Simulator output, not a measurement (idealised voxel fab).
process module | voxel wiring stack
cross-section cut | 240 nm wide | cells 5 nm
A cross-section is a grid of square cells, given in bands from the top down. A band is one or more rows of cells.
Each band's line starts with the height of the band's top and of its bottom, in nm. Then come its materials from left to right, each with its width in nm. One material with "throughout" fills the band from edge to edge. "air" is empty space.
Height 0 is the level under which the wafer as received is all one material. The lowest band goes on downwards, as in "0 down".
A width such as "30 to 40" changes by the same amount from each row of cells to the next, from the band's top row to its bottom row.
"no change" after a step means that no cell of the cross-section changed.
closed voids: empty space of 8 cells or more with no open way to the top, each as width x height at its distance from the left edge, in nm
after a step's settings: what the simulator itself notes on the step
overlay nm, on a step with a mask: how far to the right of its planned place the mask lay; to the left if negative
Each pair below shows a cross-section before one step and the cross-section after it, down to the lowest band that changed. The line under each pair gives the step between them, with its settings. The pairs can come from different runs of this module on the same starting wafer, so a pair continues from the pair above only where its "before" says so.
before
  0 down: Si throughout
  closed voids: none
after
  10 to 0: SiO2 throughout
  below 0: unchanged
  closed voids: none
the step between: op CONFORMAL_DEP | material SiO2 | thk nm 10
before: the cross-section after the pair above
after
  15 to 10: TiN throughout
  below 10: unchanged
  closed voids: none
the step between: op DIRECTIONAL_DEP | material TiN | thk nm 5
before: the cross-section after the pair above
after
  30 to 15: Ru throughout
  below 15: unchanged
  closed voids: none
the step between: op DIRECTIONAL_DEP | material Ru | thk nm 15
before: the cross-section after the pair above
after
  45 to 30: air 45 | resist 25 | air 15 | resist 25 | air 15 | resist 25 | air 15 | resist 25 | air 50
  below 30: unchanged
  closed voids: none
the step between: op PATTERN | tone cover | mask id METAL_1 | material resist | width nm 25 | pitch nm 40 | thk nm 15 | overlay nm 0
before: the cross-section after the pair above
after
  45 to 30: air 45 | resist 25 | air 15 | resist 25 | air 15 | resist 25 | air 15 | resist 25 | air 50
  30 to 15: air 45 | Ru 25 | air 15 | Ru 25 | air 15 | Ru 25 | air 15 | Ru 25 | air 50
  below 15: unchanged
  closed voids: none
the step between: op DIRECTIONAL_ETCH | etch materials Ru | depth nm 15
before: the cross-section after the pair above
after
  45 to 30: air 45 | resist 25 | air 15 | resist 25 | air 15 | resist 25 | air 15 | resist 25 | air 50
  30 to 15: air 45 | Ru 25 | air 15 | Ru 25 | air 15 | Ru 25 | air 15 | Ru 25 | air 50
  15 to 10: air 45 | TiN 25 | air 15 | TiN 25 | air 15 | TiN 25 | air 15 | TiN 25 | air 50
  below 10: unchanged
  closed voids: none
the step between: op DIRECTIONAL_ETCH | etch materials TiN | depth nm 5
before: the cross-section after the pair above
after
  30 to 15: air 45 | Ru 25 | air 15 | Ru 25 | air 15 | Ru 25 | air 15 | Ru 25 | air 50
  below 15: unchanged
  closed voids: none
the step between: op STRIP | etch materials resist
before: the cross-section after the pair above
after
  35 to 30: air 40 | SiN 35 | air 5 | SiN 35 | air 5 | SiN 35 | air 5 | SiN 35 | air 45
  30 to 15: air 40 | SiN 5 | Ru 25 | SiN 5 | air 5 | SiN 5 | Ru 25 | SiN 5 | air 5 | SiN 5 | Ru 25 | SiN 5 | air 5 | SiN 5 | Ru 25 | SiN 5 | air 45
  15 to 10: SiN 45 | TiN 25 | SiN 15 | TiN 25 | SiN 15 | TiN 25 | SiN 15 | TiN 25 | SiN 50
  below 10: unchanged
  closed voids: none
the step between: op CONFORMAL_DEP | material SiN | thk nm 5
before: the cross-section after the pair above
after
  45 to 35: SiO2 throughout
  35 to 30: SiO2 40 | SiN 35 | SiO2 5 | SiN 35 | SiO2 5 | SiN 35 | SiO2 5 | SiN 35 | SiO2 45
  30 to 15: SiO2 40 | SiN 5 | Ru 25 | SiN 5 | SiO2 5 | SiN 5 | Ru 25 | SiN 5 | SiO2 5 | SiN 5 | Ru 25 | SiN 5 | SiO2 5 | SiN 5 | Ru 25 | SiN 5 | SiO2 45
  below 15: unchanged
  closed voids: none
the step between: op FILL_DEP | material SiO2 | thk nm 10
before: the cross-section after the pair above
after
  30 to 15: SiO2 40 | SiN 5 | Ru 25 | SiN 5 | SiO2 5 | SiN 5 | Ru 25 | SiN 5 | SiO2 5 | SiN 5 | Ru 25 | SiN 5 | SiO2 5 | SiN 5 | Ru 25 | SiN 5 | SiO2 45
  below 15: unchanged
  closed voids: none
the step between: op CMP | height nm 30
before: the cross-section after the pair above
after
  35 to 30: SiCN throughout
  below 30: unchanged
  closed voids: none
the step between: op CONFORMAL_DEP | material SiCN | thk nm 5
before: the cross-section after the pair above
after
  70 to 35: SiO2 throughout
  below 35: unchanged
  closed voids: none
the step between: op DIRECTIONAL_DEP | material SiO2 | thk nm 35
before: the cross-section after the pair above
after
  70 to 50: SiO2 45 | air 25 | SiO2 15 | air 25 | SiO2 15 | air 25 | SiO2 15 | air 25 | SiO2 50
  below 50: unchanged
  closed voids: none
the step between: op MASKED_ETCH | tone open | mask id METAL_2 | width nm 25 | pitch nm 40 | etch materials SiO2 | depth nm 20 | overlay nm 0
before: the cross-section after the pair above
after
  85 to 70: aC 45 | air 25 | aC 15 | air 25 | aC 15 | air 25 | aC 15 | air 25 | aC 50
  70 to 65: SiO2 45 | air 25 | SiO2 15 | air 25 | SiO2 15 | air 25 | SiO2 15 | air 25 | SiO2 50
  65 to 50: SiO2 45 | aC 25 | SiO2 15 | aC 25 | SiO2 15 | aC 25 | SiO2 15 | aC 25 | SiO2 50
  below 50: unchanged
  closed voids: none
the step between: op DIRECTIONAL_DEP | material aC | thk nm 15
before: the cross-section after the pair above
after
  115 to 85: resist 45 | air 15 | resist 25 | air 15 | resist 25 | air 15 | resist 25 | air 15 | resist 60
  85 to 70: aC 45 | air 15 | resist 10 | aC 15 | air 15 | resist 10 | aC 15 | air 15 | resist 10 | aC 15 | air 15 | resist 10 | aC 50
  70 to 65: SiO2 45 | air 15 | resist 10 | SiO2 15 | air 15 | resist 10 | SiO2 15 | air 15 | resist 10 | SiO2 15 | air 15 | resist 10 | SiO2 50
  below 65: unchanged
  closed voids: none
the step between: op PATTERN | tone open | mask id METAL_2_HOLES | material resist | width nm 15 | pitch nm 40 | thk nm 30 | overlay nm 0
before: the cross-section after the pair above
after
  100 to 85: resist 45 | air 15 | resist 25 | air 15 | resist 25 | air 15 | resist 25 | air 15 | resist 60
  85 to 70: aC 45 | air 15 | resist 10 | aC 15 | air 15 | resist 10 | aC 15 | air 15 | resist 10 | aC 15 | air 15 | resist 10 | aC 50
  70 to 65: SiO2 45 | air 15 | resist 10 | SiO2 15 | air 15 | resist 10 | SiO2 15 | air 15 | resist 10 | SiO2 15 | air 15 | resist 10 | SiO2 50
  65 to 50: SiO2 45 | air 15 | aC 10 | SiO2 15 | air 15 | aC 10 | SiO2 15 | air 15 | aC 10 | SiO2 15 | air 15 | aC 10 | SiO2 50
  below 50: unchanged
  closed voids: none
the step between: op DIRECTIONAL_ETCH | etch materials aC | depth nm 15
before: the cross-section after the pair above
after
  85 to 70: aC 45 | air 25 | aC 15 | air 25 | aC 15 | air 25 | aC 15 | air 25 | aC 50
  70 to 65: SiO2 45 | air 25 | SiO2 15 | air 25 | SiO2 15 | air 25 | SiO2 15 | air 25 | SiO2 50
  below 65: unchanged
  closed voids: none
the step between: op STRIP | etch materials resist
before: the cross-section after the pair above
after
  85 to 70: aC 45 | air 25 | aC 15 | air 25 | aC 15 | air 25 | aC 15 | air 25 | aC 50
  70 to 65: SiO2 45 | air 25 | SiO2 15 | air 25 | SiO2 15 | air 25 | SiO2 15 | air 25 | SiO2 50
  65 to 50: SiO2 45 | air 15 | aC 10 | SiO2 15 | air 15 | aC 10 | SiO2 15 | air 15 | aC 10 | SiO2 15 | air 15 | aC 10 | SiO2 50
  50 to 35: SiO2 45 | air 15 | SiO2 25 | air 15 | SiO2 25 | air 15 | SiO2 25 | air 15 | SiO2 60
  below 35: unchanged
  closed voids: none
the step between: op DIRECTIONAL_ETCH | etch materials SiO2 | depth nm 15
before: the cross-section after the pair above
after
  85 to 70: aC 45 | air 25 | aC 15 | air 25 | aC 15 | air 25 | aC 15 | air 25 | aC 50
  70 to 65: SiO2 45 | air 25 | SiO2 15 | air 25 | SiO2 15 | air 25 | SiO2 15 | air 25 | SiO2 50
  65 to 50: SiO2 45 | air 15 | aC 10 | SiO2 15 | air 15 | aC 10 | SiO2 15 | air 15 | aC 10 | SiO2 15 | air 15 | aC 10 | SiO2 50
  50 to 35: SiO2 45 | air 15 | SiO2 25 | air 15 | SiO2 25 | air 15 | SiO2 25 | air 15 | SiO2 60
  35 to 30: SiCN 45 | air 15 | SiCN 25 | air 15 | SiCN 25 | air 15 | SiCN 25 | air 15 | SiCN 60
  below 30: unchanged
  closed voids: none
the step between: op DIRECTIONAL_ETCH | etch materials SiCN | depth nm 5
before: the cross-section after the pair above
after
  70 to 50: SiO2 45 | air 25 | SiO2 15 | air 25 | SiO2 15 | air 25 | SiO2 15 | air 25 | SiO2 50
  below 50: unchanged
  closed voids: none
the step between: op STRIP | etch materials aC
before: the cross-section after the pair above
after
  75 to 70: TiN 50 | air 15 | TiN 25 | air 15 | TiN 25 | air 15 | TiN 25 | air 15 | TiN 55
  70 to 55: SiO2 45 | TiN 5 | air 15 | TiN 5 | SiO2 15 | TiN 5 | air 15 | TiN 5 | SiO2 15 | TiN 5 | air 15 | TiN 5 | SiO2 15 | TiN 5 | air 15 | TiN 5 | SiO2 50
  55 to 50: SiO2 45 | TiN 5 | air 5 | TiN 15 | SiO2 15 | TiN 5 | air 5 | TiN 15 | SiO2 15 | TiN 5 | air 5 | TiN 15 | SiO2 15 | TiN 5 | air 5 | TiN 15 | SiO2 50
  50 to 35: SiO2 45 | TiN 5 | air 5 | TiN 5 | SiO2 25 | TiN 5 | air 5 | TiN 5 | SiO2 25 | TiN 5 | air 5 | TiN 5 | SiO2 25 | TiN 5 | air 5 | TiN 5 | SiO2 60
  35 to 30: SiCN 45 | TiN 15 | SiCN 25 | TiN 15 | SiCN 25 | TiN 15 | SiCN 25 | TiN 15 | SiCN 60
  below 30: unchanged
  closed voids: none
the step between: op CONFORMAL_DEP | material TiN | thk nm 5
before: the cross-section after the pair above
after
  85 to 75: Cu throughout
  75 to 70: TiN 50 | Cu 15 | TiN 25 | Cu 15 | TiN 25 | Cu 15 | TiN 25 | Cu 15 | TiN 55
  70 to 55: SiO2 45 | TiN 5 | Cu 15 | TiN 5 | SiO2 15 | TiN 5 | Cu 15 | TiN 5 | SiO2 15 | TiN 5 | Cu 15 | TiN 5 | SiO2 15 | TiN 5 | Cu 15 | TiN 5 | SiO2 50
  55 to 50: SiO2 45 | TiN 5 | Cu 5 | TiN 15 | SiO2 15 | TiN 5 | Cu 5 | TiN 15 | SiO2 15 | TiN 5 | Cu 5 | TiN 15 | SiO2 15 | TiN 5 | Cu 5 | TiN 15 | SiO2 50
  50 to 35: SiO2 45 | TiN 5 | Cu 5 | TiN 5 | SiO2 25 | TiN 5 | Cu 5 | TiN 5 | SiO2 25 | TiN 5 | Cu 5 | TiN 5 | SiO2 25 | TiN 5 | Cu 5 | TiN 5 | SiO2 60
  below 35: unchanged
  closed voids: none
the step between: op FILL_DEP | material Cu | thk nm 10
before: the cross-section after the pair above
after
  70 to 55: SiO2 45 | TiN 5 | Cu 15 | TiN 5 | SiO2 15 | TiN 5 | Cu 15 | TiN 5 | SiO2 15 | TiN 5 | Cu 15 | TiN 5 | SiO2 15 | TiN 5 | Cu 15 | TiN 5 | SiO2 50
  below 55: unchanged
  closed voids: none
the step between: op CMP | height nm 70
before: the cross-section after the pair above
after
  75 to 70: SiCN throughout
  below 70: unchanged
  closed voids: none
the step between: op CONFORMAL_DEP | material SiCN | thk nm 5
before: the cross-section after the pair above
after
  95 to 75: lowk throughout
  below 75: unchanged
  closed voids: none
the step between: op DIRECTIONAL_DEP | material lowk | thk nm 20
before: the cross-section after the pair above
after
  115 to 95: resist 45 | air 15 | resist 65 | air 15 | resist 100
  below 95: unchanged
  closed voids: none
the step between: op PATTERN | tone open | mask id PLUG_2 | material resist | width nm 15 | pitch nm 80 | thk nm 20 | overlay nm 0
before: the cross-section after the pair above
after
  115 to 95: resist 45 | air 15 | resist 65 | air 15 | resist 100
  95 to 75: lowk 45 | air 15 | lowk 65 | air 15 | lowk 100
  below 75: unchanged
  closed voids: none
the step between: op DIRECTIONAL_ETCH | etch materials lowk | depth nm 20
before: the cross-section after the pair above
after
  115 to 95: resist 45 | air 15 | resist 65 | air 15 | resist 100
  95 to 75: lowk 45 | air 15 | lowk 65 | air 15 | lowk 100
  75 to 70: SiCN 45 | air 15 | SiCN 65 | air 15 | SiCN 100
  below 70: unchanged
  closed voids: none
the step between: op DIRECTIONAL_ETCH | etch materials SiCN | depth nm 5
before: the cross-section after the pair above
after
  95 to 75: lowk 45 | air 15 | lowk 65 | air 15 | lowk 100
  below 75: unchanged
  closed voids: none
the step between: op STRIP | etch materials resist
before: the cross-section after the pair above
after
  95 to 80: lowk 45 | air 15 | lowk 65 | air 15 | lowk 100
  80 to 75: lowk 45 | Ru 15 | lowk 65 | Ru 15 | lowk 100
  75 to 70: SiCN 45 | Ru 15 | SiCN 65 | Ru 15 | SiCN 100
  below 70: unchanged
  closed voids: none
the step between: op EPI | material Ru | thk nm 10
before: the cross-section after the pair above
after
  95 to 90: lowk 45 | air 15 | lowk 65 | air 15 | lowk 100
  90 to 75: lowk 45 | Ru 15 | lowk 65 | Ru 15 | lowk 100
  below 75: unchanged
  closed voids: none
the step between: op EPI | material Ru | thk nm 10
before: the cross-section after the pair above
after
  95 to 75: lowk 45 | Ru 15 | lowk 65 | Ru 15 | lowk 100
  below 75: unchanged
  closed voids: none
the step between: op EPI | material Ru | thk nm 5
before: the cross-section after the pair above
after
  100 to 95: TiN throughout
  below 95: unchanged
  closed voids: none
the step between: op DIRECTIONAL_DEP | material TiN | thk nm 5
before: the cross-section after the pair above
after
  115 to 100: W throughout
  below 100: unchanged
  closed voids: none
the step between: op DIRECTIONAL_DEP | material W | thk nm 15
before: the cross-section after the pair above
after
  135 to 115: air 45 | resist 25 | air 15 | resist 25 | air 15 | resist 25 | air 15 | resist 25 | air 50
  below 115: unchanged
  closed voids: none
the step between: op PATTERN | tone cover | mask id METAL_3 | material resist | width nm 25 | pitch nm 40 | thk nm 20 | overlay nm 0
before: the cross-section after the pair above
after
  135 to 115: air 45 | resist 25 | air 15 | resist 25 | air 15 | resist 25 | air 15 | resist 25 | air 50
  115 to 100: air 45 | W 25 | air 15 | W 25 | air 15 | W 25 | air 15 | W 25 | air 50
  below 100: unchanged
  closed voids: none
the step between: op DIRECTIONAL_ETCH | etch materials W | depth nm 15
before: the cross-section after the pair above
after
  135 to 115: air 45 | resist 25 | air 15 | resist 25 | air 15 | resist 25 | air 15 | resist 25 | air 50
  115 to 100: air 45 | W 25 | air 15 | W 25 | air 15 | W 25 | air 15 | W 25 | air 50
  100 to 95: air 45 | TiN 25 | air 15 | TiN 25 | air 15 | TiN 25 | air 15 | TiN 25 | air 50
  below 95: unchanged
  closed voids: none
the step between: op DIRECTIONAL_ETCH | etch materials TiN | depth nm 5
before: the cross-section after the pair above
after
  115 to 100: air 45 | W 25 | air 15 | W 25 | air 15 | W 25 | air 15 | W 25 | air 50
  below 100: unchanged
  closed voids: none
the step between: op STRIP | etch materials resist
before: the cross-section after the pair above
after
  120 to 115: air 40 | SiCN 35 | air 5 | SiCN 35 | air 5 | SiCN 35 | air 5 | SiCN 35 | air 45
  115 to 100: air 40 | SiCN 5 | W 25 | SiCN 5 | air 5 | SiCN 5 | W 25 | SiCN 5 | air 5 | SiCN 5 | W 25 | SiCN 5 | air 5 | SiCN 5 | W 25 | SiCN 5 | air 45
  100 to 95: SiCN 45 | TiN 25 | SiCN 15 | TiN 25 | SiCN 15 | TiN 25 | SiCN 15 | TiN 25 | SiCN 50
  below 95: unchanged
  closed voids: none
the step between: op CONFORMAL_DEP | material SiCN | thk nm 5
before: the cross-section after the pair above
after
  130 to 120: SiO2 throughout
  120 to 115: SiO2 40 | SiCN 35 | SiO2 5 | SiCN 35 | SiO2 5 | SiCN 35 | SiO2 5 | SiCN 35 | SiO2 45
  115 to 100: SiO2 40 | SiCN 5 | W 25 | SiCN 5 | SiO2 5 | SiCN 5 | W 25 | SiCN 5 | SiO2 5 | SiCN 5 | W 25 | SiCN 5 | SiO2 5 | SiCN 5 | W 25 | SiCN 5 | SiO2 45
  below 100: unchanged
  closed voids: none
the step between: op FILL_DEP | material SiO2 | thk nm 10
before: the cross-section after the pair above
after
  115 to 100: SiO2 40 | SiCN 5 | W 25 | SiCN 5 | SiO2 5 | SiCN 5 | W 25 | SiCN 5 | SiO2 5 | SiCN 5 | W 25 | SiCN 5 | SiO2 5 | SiCN 5 | W 25 | SiCN 5 | SiO2 45
  below 100: unchanged
  closed voids: none
the step between: op CMP | height nm 115
before: the cross-section after the pair above
after
  120 to 115: SiCN throughout
  below 115: unchanged
  closed voids: none
the step between: op CONFORMAL_DEP | material SiCN | thk nm 5
before
  95 to 75: lowk 45 | Ru 15 | lowk 65 | Ru 15 | lowk 100
  75 to 70: SiCN 45 | Ru 15 | SiCN 65 | Ru 15 | SiCN 100
  70 to 55: SiO2 45 | TiN 5 | Cu 15 | TiN 5 | SiO2 15 | TiN 5 | Cu 15 | TiN 5 | SiO2 15 | TiN 5 | Cu 15 | TiN 5 | SiO2 15 | TiN 5 | Cu 15 | TiN 5 | SiO2 50
  55 to 50: SiO2 45 | TiN 5 | Cu 5 | TiN 15 | SiO2 15 | TiN 5 | Cu 5 | TiN 15 | SiO2 15 | TiN 5 | Cu 5 | TiN 15 | SiO2 15 | TiN 5 | Cu 5 | TiN 15 | SiO2 50
  50 to 35: SiO2 45 | TiN 5 | Cu 5 | TiN 5 | SiO2 25 | TiN 5 | Cu 5 | TiN 5 | SiO2 25 | TiN 5 | Cu 5 | TiN 5 | SiO2 25 | TiN 5 | Cu 5 | TiN 5 | SiO2 60
  35 to 30: SiCN 45 | TiN 15 | SiCN 25 | TiN 15 | SiCN 25 | TiN 15 | SiCN 25 | TiN 15 | SiCN 60
  30 to 15: SiO2 40 | SiN 5 | Ru 25 | SiN 5 | SiO2 5 | SiN 5 | Ru 25 | SiN 5 | SiO2 5 | SiN 5 | Ru 25 | SiN 5 | SiO2 5 | SiN 5 | Ru 25 | SiN 5 | SiO2 45
  15 to 10: SiN 45 | TiN 25 | SiN 15 | TiN 25 | SiN 15 | TiN 25 | SiN 15 | TiN 25 | SiN 50
  10 to 0: SiO2 throughout
  0 down: Si throughout
  closed voids: none
after
  110 to 95: W throughout
  below 95: unchanged
  closed voids: none
the step between: op DIRECTIONAL_DEP | material W | thk nm 15
before: the cross-section after the pair above
after
  130 to 110: air 45 | resist 25 | air 15 | resist 25 | air 15 | resist 25 | air 15 | resist 25 | air 50
  below 110: unchanged
  closed voids: none
the step between: op PATTERN | tone cover | mask id METAL_3 | material resist | width nm 25 | pitch nm 40 | thk nm 20 | overlay nm 0
before: the cross-section after the pair above
after
  130 to 110: air 45 | resist 25 | air 15 | resist 25 | air 15 | resist 25 | air 15 | resist 25 | air 50
  110 to 95: air 45 | W 25 | air 15 | W 25 | air 15 | W 25 | air 15 | W 25 | air 50
  below 95: unchanged
  closed voids: none
the step between: op DIRECTIONAL_ETCH | etch materials W | depth nm 15
before: the cross-section after the pair above
after
  110 to 95: air 45 | W 25 | air 15 | W 25 | air 15 | W 25 | air 15 | W 25 | air 50
  below 95: unchanged
  closed voids: none
the step between: op STRIP | etch materials resist
before: the cross-section after the pair above
after
  115 to 110: air 40 | SiCN 35 | air 5 | SiCN 35 | air 5 | SiCN 35 | air 5 | SiCN 35 | air 45
  110 to 100: air 40 | SiCN 5 | W 25 | SiCN 5 | air 5 | SiCN 5 | W 25 | SiCN 5 | air 5 | SiCN 5 | W 25 | SiCN 5 | air 5 | SiCN 5 | W 25 | SiCN 5 | air 45
  100 to 95: SiCN 45 | W 25 | SiCN 15 | W 25 | SiCN 15 | W 25 | SiCN 15 | W 25 | SiCN 50
  below 95: unchanged
  closed voids: none
the step between: op CONFORMAL_DEP | material SiCN | thk nm 5
before: the cross-section after the pair above
after
  125 to 115: SiO2 throughout
  115 to 110: SiO2 40 | SiCN 35 | SiO2 5 | SiCN 35 | SiO2 5 | SiCN 35 | SiO2 5 | SiCN 35 | SiO2 45
  110 to 100: SiO2 40 | SiCN 5 | W 25 | SiCN 5 | SiO2 5 | SiCN 5 | W 25 | SiCN 5 | SiO2 5 | SiCN 5 | W 25 | SiCN 5 | SiO2 5 | SiCN 5 | W 25 | SiCN 5 | SiO2 45
  below 100: unchanged
  closed voids: none
the step between: op FILL_DEP | material SiO2 | thk nm 10
before: the cross-section after the pair above
after
  115 to 110: SiO2 40 | SiCN 35 | SiO2 5 | SiCN 35 | SiO2 5 | SiCN 35 | SiO2 5 | SiCN 35 | SiO2 45
  below 110: unchanged
  closed voids: none
the step between: op CMP | height nm 115
before: the cross-section after the pair above
after
  120 to 115: SiCN throughout
  below 115: unchanged
  closed voids: none
the step between: op CONFORMAL_DEP | material SiCN | thk nm 5
before
  70 to 50: SiO2 45 | air 25 | SiO2 15 | air 25 | SiO2 15 | air 25 | SiO2 15 | air 25 | SiO2 50
  50 to 35: SiO2 throughout
  35 to 30: SiCN throughout
  30 to 15: SiO2 40 | SiN 5 | Ru 25 | SiN 5 | SiO2 5 | SiN 5 | Ru 25 | SiN 5 | SiO2 5 | SiN 5 | Ru 25 | SiN 5 | SiO2 5 | SiN 5 | Ru 25 | SiN 5 | SiO2 45
  15 to 10: SiN 45 | TiN 25 | SiN 15 | TiN 25 | SiN 15 | TiN 25 | SiN 15 | TiN 25 | SiN 50
  10 to 0: SiO2 throughout
  0 down: Si throughout
  closed voids: none
after
  70 to 35: SiO2 45 | air 25 | SiO2 15 | air 25 | SiO2 15 | air 25 | SiO2 15 | air 25 | SiO2 50
  below 35: unchanged
  closed voids: none
the step between: op MASKED_ETCH | tone open | mask id METAL_2 | width nm 25 | pitch nm 40 | etch materials SiO2 | depth nm 20 | overlay nm 0
before: the cross-section after the pair above
after
  85 to 70: aC 45 | air 25 | aC 15 | air 25 | aC 15 | air 25 | aC 15 | air 25 | aC 50
  70 to 50: SiO2 45 | air 25 | SiO2 15 | air 25 | SiO2 15 | air 25 | SiO2 15 | air 25 | SiO2 50
  50 to 35: SiO2 45 | aC 25 | SiO2 15 | aC 25 | SiO2 15 | aC 25 | SiO2 15 | aC 25 | SiO2 50
  below 35: unchanged
  closed voids: none
the step between: op DIRECTIONAL_DEP | material aC | thk nm 15
before: the cross-section after the pair above
after
  115 to 85: resist 45 | air 15 | resist 25 | air 15 | resist 25 | air 15 | resist 25 | air 15 | resist 60
  85 to 70: aC 45 | air 15 | resist 10 | aC 15 | air 15 | resist 10 | aC 15 | air 15 | resist 10 | aC 15 | air 15 | resist 10 | aC 50
  70 to 50: SiO2 45 | air 15 | resist 10 | SiO2 15 | air 15 | resist 10 | SiO2 15 | air 15 | resist 10 | SiO2 15 | air 15 | resist 10 | SiO2 50
  below 50: unchanged
  closed voids: none
the step between: op PATTERN | tone open | mask id METAL_2_HOLES | material resist | width nm 15 | pitch nm 40 | thk nm 30 | overlay nm 0
before: the cross-section after the pair above
after
  100 to 85: resist 45 | air 15 | resist 25 | air 15 | resist 25 | air 15 | resist 25 | air 15 | resist 60
  85 to 70: aC 45 | air 15 | resist 10 | aC 15 | air 15 | resist 10 | aC 15 | air 15 | resist 10 | aC 15 | air 15 | resist 10 | aC 50
  70 to 50: SiO2 45 | air 15 | resist 10 | SiO2 15 | air 15 | resist 10 | SiO2 15 | air 15 | resist 10 | SiO2 15 | air 15 | resist 10 | SiO2 50
  50 to 35: SiO2 45 | air 15 | aC 10 | SiO2 15 | air 15 | aC 10 | SiO2 15 | air 15 | aC 10 | SiO2 15 | air 15 | aC 10 | SiO2 50
  below 35: unchanged
  closed voids: none
the step between: op DIRECTIONAL_ETCH | etch materials aC | depth nm 15
before: the cross-section after the pair above
after
  85 to 70: aC 45 | air 25 | aC 15 | air 25 | aC 15 | air 25 | aC 15 | air 25 | aC 50
  70 to 50: SiO2 45 | air 25 | SiO2 15 | air 25 | SiO2 15 | air 25 | SiO2 15 | air 25 | SiO2 50
  below 50: unchanged
  closed voids: none
the step between: op STRIP | etch materials resist
before: the cross-section after the pair above
after
  85 to 70: aC 45 | air 25 | aC 15 | air 25 | aC 15 | air 25 | aC 15 | air 25 | aC 50
  70 to 50: SiO2 45 | air 25 | SiO2 15 | air 25 | SiO2 15 | air 25 | SiO2 15 | air 25 | SiO2 50
  50 to 35: SiO2 45 | air 15 | aC 10 | SiO2 15 | air 15 | aC 10 | SiO2 15 | air 15 | aC 10 | SiO2 15 | air 15 | aC 10 | SiO2 50
  35 to 30: SiCN 45 | air 15 | SiCN 25 | air 15 | SiCN 25 | air 15 | SiCN 25 | air 15 | SiCN 60
  below 30: unchanged
  closed voids: none
the step between: op DIRECTIONAL_ETCH | etch materials SiCN | depth nm 5
before: the cross-section after the pair above
after
  70 to 35: SiO2 45 | air 25 | SiO2 15 | air 25 | SiO2 15 | air 25 | SiO2 15 | air 25 | SiO2 50
  below 35: unchanged
  closed voids: none
the step between: op STRIP | etch materials aC
before: the cross-section after the pair above
after
  75 to 70: TiN 50 | air 15 | TiN 25 | air 15 | TiN 25 | air 15 | TiN 25 | air 15 | TiN 55
  70 to 40: SiO2 45 | TiN 5 | air 15 | TiN 5 | SiO2 15 | TiN 5 | air 15 | TiN 5 | SiO2 15 | TiN 5 | air 15 | TiN 5 | SiO2 15 | TiN 5 | air 15 | TiN 5 | SiO2 50
  40 to 35: SiO2 45 | TiN 5 | air 5 | TiN 15 | SiO2 15 | TiN 5 | air 5 | TiN 15 | SiO2 15 | TiN 5 | air 5 | TiN 15 | SiO2 15 | TiN 5 | air 5 | TiN 15 | SiO2 50
  35 to 30: SiCN 45 | TiN 15 | SiCN 25 | TiN 15 | SiCN 25 | TiN 15 | SiCN 25 | TiN 15 | SiCN 60
  below 30: unchanged
  closed voids: none
the step between: op CONFORMAL_DEP | material TiN | thk nm 5
before: the cross-section after the pair above
after
  85 to 75: Cu throughout
  75 to 70: TiN 50 | Cu 15 | TiN 25 | Cu 15 | TiN 25 | Cu 15 | TiN 25 | Cu 15 | TiN 55
  70 to 40: SiO2 45 | TiN 5 | Cu 15 | TiN 5 | SiO2 15 | TiN 5 | Cu 15 | TiN 5 | SiO2 15 | TiN 5 | Cu 15 | TiN 5 | SiO2 15 | TiN 5 | Cu 15 | TiN 5 | SiO2 50
  40 to 35: SiO2 45 | TiN 5 | Cu 5 | TiN 15 | SiO2 15 | TiN 5 | Cu 5 | TiN 15 | SiO2 15 | TiN 5 | Cu 5 | TiN 15 | SiO2 15 | TiN 5 | Cu 5 | TiN 15 | SiO2 50
  below 35: unchanged
  closed voids: none
the step between: op FILL_DEP | material Cu | thk nm 10
before: the cross-section after the pair above
after
  70 to 40: SiO2 45 | TiN 5 | Cu 15 | TiN 5 | SiO2 15 | TiN 5 | Cu 15 | TiN 5 | SiO2 15 | TiN 5 | Cu 15 | TiN 5 | SiO2 15 | TiN 5 | Cu 15 | TiN 5 | SiO2 50
  below 40: unchanged
  closed voids: none
the step between: op CMP | height nm 70
before: the cross-section after the pair above
after
  75 to 70: SiCN throughout
  below 70: unchanged
  closed voids: none
the step between: op CONFORMAL_DEP | material SiCN | thk nm 5
before: the cross-section after the pair above
after
  95 to 75: lowk throughout
  below 75: unchanged
  closed voids: none
the step between: op DIRECTIONAL_DEP | material lowk | thk nm 20
before: the cross-section after the pair above
after
  115 to 95: resist 45 | air 15 | resist 65 | air 15 | resist 100
  below 95: unchanged
  closed voids: none
the step between: op PATTERN | tone open | mask id PLUG_2 | material resist | width nm 15 | pitch nm 80 | thk nm 20 | overlay nm 0
before: the cross-section after the pair above
after
  115 to 95: resist 45 | air 15 | resist 65 | air 15 | resist 100
  95 to 75: lowk 45 | air 15 | lowk 65 | air 15 | lowk 100
  below 75: unchanged
  closed voids: none
the step between: op DIRECTIONAL_ETCH | etch materials lowk | depth nm 20
before: the cross-section after the pair above
after
  115 to 95: resist 45 | air 15 | resist 65 | air 15 | resist 100
  95 to 75: lowk 45 | air 15 | lowk 65 | air 15 | lowk 100
  75 to 70: SiCN 45 | air 15 | SiCN 65 | air 15 | SiCN 100
  below 70: unchanged
  closed voids: none
the step between: op DIRECTIONAL_ETCH | etch materials SiCN | depth nm 5
before: the cross-section after the pair above
after
  95 to 75: lowk 45 | air 15 | lowk 65 | air 15 | lowk 100
  below 75: unchanged
  closed voids: none
the step between: op STRIP | etch materials resist
before: the cross-section after the pair above
after
  95 to 80: lowk 45 | air 15 | lowk 65 | air 15 | lowk 100
  80 to 75: lowk 45 | Ru 15 | lowk 65 | Ru 15 | lowk 100
  75 to 70: SiCN 45 | Ru 15 | SiCN 65 | Ru 15 | SiCN 100
  below 70: unchanged
  closed voids: none
the step between: op EPI | material Ru | thk nm 10
before: the cross-section after the pair above
after
  95 to 90: lowk 45 | air 15 | lowk 65 | air 15 | lowk 100
  90 to 75: lowk 45 | Ru 15 | lowk 65 | Ru 15 | lowk 100
  below 75: unchanged
  closed voids: none
the step between: op EPI | material Ru | thk nm 10
before: the cross-section after the pair above
after
  95 to 75: lowk 45 | Ru 15 | lowk 65 | Ru 15 | lowk 100
  below 75: unchanged
  closed voids: none
the step between: op EPI | material Ru | thk nm 5
before: the cross-section after the pair above
after
  100 to 95: TiN throughout
  below 95: unchanged
  closed voids: none
the step between: op DIRECTIONAL_DEP | material TiN | thk nm 5
before: the cross-section after the pair above
after
  115 to 100: W throughout
  below 100: unchanged
  closed voids: none
the step between: op DIRECTIONAL_DEP | material W | thk nm 15
before: the cross-section after the pair above
after
  135 to 115: air 45 | resist 25 | air 15 | resist 25 | air 15 | resist 25 | air 15 | resist 25 | air 50
  below 115: unchanged
  closed voids: none
the step between: op PATTERN | tone cover | mask id METAL_3 | material resist | width nm 25 | pitch nm 40 | thk nm 20 | overlay nm 0
before: the cross-section after the pair above
after
  135 to 115: air 45 | resist 25 | air 15 | resist 25 | air 15 | resist 25 | air 15 | resist 25 | air 50
  115 to 100: air 45 | W 25 | air 15 | W 25 | air 15 | W 25 | air 15 | W 25 | air 50
  below 100: unchanged
  closed voids: none
the step between: op DIRECTIONAL_ETCH | etch materials W | depth nm 15
